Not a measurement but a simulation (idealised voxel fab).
Process module, titled voxel transistor to metal
For reference, the cross-section in this document is cut, with width 145 nm and square cells of 5 nm.
Heads up, the way a cross-section reads in here is a grid of square cells, handed over as bands from the top down, with every band being one or more rows of cells.
The band entry comprises the height of the band's top followed by the height of its bottom, expressed in nm, and subsequently the band's materials from left to right, each stated together with its width in nm. Where a single material is marked with the word "full width", that material fills the band from edge to edge. The word "blank" represents empty space.
A quick word on heights: they are counted from 0, and under that level the wafer as it came to us is one material throughout. The lowest band is different from the rest in having no bottom; it simply continues downward, written as in "0 down".
It should be noted that a width expressed as "30 to 40" varies in equal increments from row to row of cells within the band, taking the value of the first number at the top row and that of the second number at the bottom row.
The cross-section has no changed cell in any step marked "nothing was modified".
For the entry "Enclosed void listing", the listed items are empty spaces with no open way to the top whose size is 8 cells or more; each item follows the pattern width x height at distance, where distance is from the left edge and all three are in nm.
Step line, after settings: the simulator's comment on this step.
If you see "overlay nm" on a step's line and that step has a mask, it's telling you how far right of where it was planned the mask ended up; a negative number means it went left instead.

## Listed below are the process steps as planned
1. op RECEIVE | material Si
2. op CONFORMAL_DEP | material SiO2 | thk nm 5
3. op CONFORMAL_DEP | material SiN | thk nm 10
4. op MASKED_ETCH | tone cover | mask id ACTIVE | width nm 95 | etch materials SiN | depth nm 10 | overlay nm 0
5. op MASKED_ETCH | tone cover | mask id ACTIVE | width nm 95 | etch materials SiO2 | depth nm 5 | overlay nm 0
6. op MASKED_ETCH | tone cover | mask id ACTIVE | width nm 95 | etch materials Si | depth nm 35 | overlay nm 0
7. op OXIDIZE | depth nm 5
8. op FILL_DEP | material SiO2 | thk nm 15
9. op CMP | height nm 15
10. op SELECTIVE_ETCH | etch materials SiO2 | depth nm 10
11. op STRIP | etch materials SiN
12. op SELECTIVE_ETCH | etch materials SiO2 | depth nm 5
13. op OXIDIZE | depth nm 5
14. op DIRECTIONAL_DEP | material polySi | thk nm 30
15. op DIRECTIONAL_DEP | material SiCN | thk nm 10
16. op MASKED_ETCH | tone cover | mask id GATE | width nm 25 | etch materials SiCN | depth nm 20 | overlay nm 0
17. op MASKED_ETCH | tone cover | mask id GATE | width nm 25 | etch materials polySi | depth nm 40 | overlay nm 0
18. op CONFORMAL_DEP | material SiN | thk nm 5
19. op DIRECTIONAL_ETCH | etch materials SiN | depth nm 5
20. op DIRECTIONAL_ETCH | etch materials SiO2 | depth nm 5
21. op EPI | material SiGe | thk nm 5
22. op FILL_DEP | material SiO2 | thk nm 5
23. op CMP | height nm 40
24. op DIRECTIONAL_DEP | material SiO2 | thk nm 10
25. op PATTERN | tone open | mask id CONTACT | material resist | width nm 15 | pitch nm 70 | thk nm 20 | overlay nm 0
26. op DIRECTIONAL_ETCH | etch materials SiO2 | depth nm 50
27. op STRIP | etch materials resist
28. op CONFORMAL_DEP | material TiN | thk nm 5
29. op FILL_DEP | material W | thk nm 10
30. op CMP | height nm 50
31. op CONFORMAL_DEP | material SiCN | thk nm 5
32. op DIRECTIONAL_DEP | material lowk | thk nm 25
33. op DIRECTIONAL_DEP | material aC | thk nm 15
34. op PATTERN | tone open | mask id METAL_1 | material resist | width nm 15 | pitch nm 70 | thk nm 30 | overlay nm 0
35. op DIRECTIONAL_ETCH | etch materials aC | depth nm 15
36. op STRIP | etch materials resist
37. op DIRECTIONAL_ETCH | etch materials lowk | depth nm 25
38. op DIRECTIONAL_ETCH | etch materials SiCN | depth nm 5
39. op STRIP | etch materials aC
40. op CONFORMAL_DEP | material TiN | thk nm 5
41. op FILL_DEP | material Ru | thk nm 10
42. op CMP | height nm 80
43. op CONFORMAL_DEP | material SiCN | thk nm 5
44. op DIRECTIONAL_DEP | material lowk | thk nm 35
45. op PATTERN | tone open | mask id METAL_2 | material resist | width nm 15 | pitch nm 70 | thk nm 15 | overlay nm 0
46. op DIRECTIONAL_ETCH | etch materials lowk | depth nm 20
47. op STRIP | etch materials resist
48. op MASKED_ETCH | tone open | mask id METAL_2_HOLES | width nm 15 | pitch nm 70 | etch materials lowk | depth nm 15 | overlay nm 0
49. op MASKED_ETCH | tone open | mask id METAL_2_HOLES | width nm 15 | pitch nm 70 | etch materials SiCN | depth nm 5 | overlay nm 0
50. op CONFORMAL_DEP | material TiN | thk nm 5
51. op FILL_DEP | material Ru | thk nm 10
52. op CMP | height nm 120
53. op CONFORMAL_DEP | material SiN | thk nm 5

## Delivered wafer in cross-section: state after step 1
  0 down: Si full width
  Enclosed void listing: none

## End state of the module in cross-section, given the above starting point and plan and one mistake in execution
  125 to 120: SiN full width
  120 to 85: lowk 30, TiN 5, Ru 5, TiN 5, lowk 55, TiN 5, Ru 5, TiN 5, lowk 30
  85 to 80: SiCN 30, TiN 15, SiCN 55, TiN 15, SiCN 30
  80 to 75: TiN 35, Ru 5, TiN 65, Ru 5, TiN 35
  75 to 50: lowk 30, TiN 5, Ru 5, TiN 5, lowk 55, TiN 5, Ru 5, TiN 5, lowk 30
  50 to 45: SiCN 30, TiN 15, SiCN 55, TiN 15, SiCN 30
  45 to 40: SiO2 30, TiN 5, W 5, TiN 5, SiO2 55, TiN 5, W 5, TiN 5, SiO2 30
  40 to 30: SiO2 30, TiN 5, W 5, TiN 5, SiO2 10, SiN 5, SiCN 25, SiN 5, SiO2 10, TiN 5, W 5, TiN 5, SiO2 30
  30 to 5: SiO2 30, TiN 5, W 5, TiN 5, SiO2 10, SiN 5, polySi 25, SiN 5, SiO2 10, TiN 5, W 5, TiN 5, SiO2 30
  5 to 0: SiO2 30, TiN 15, SiO2 10, SiN 5, polySi 25, SiN 5, SiO2 10, TiN 15, SiO2 30
  0 to -5: SiO2 25, SiGe 30, SiO2 35, SiGe 30, SiO2 25
  -5 to -40: SiO2 30, Si 85, SiO2 30
  -40 down: Si full width
  Enclosed void listing: none
Short version of what went wrong: so step 30 ended up running with a different setting than we planned, it ran as op CMP | height nm 45
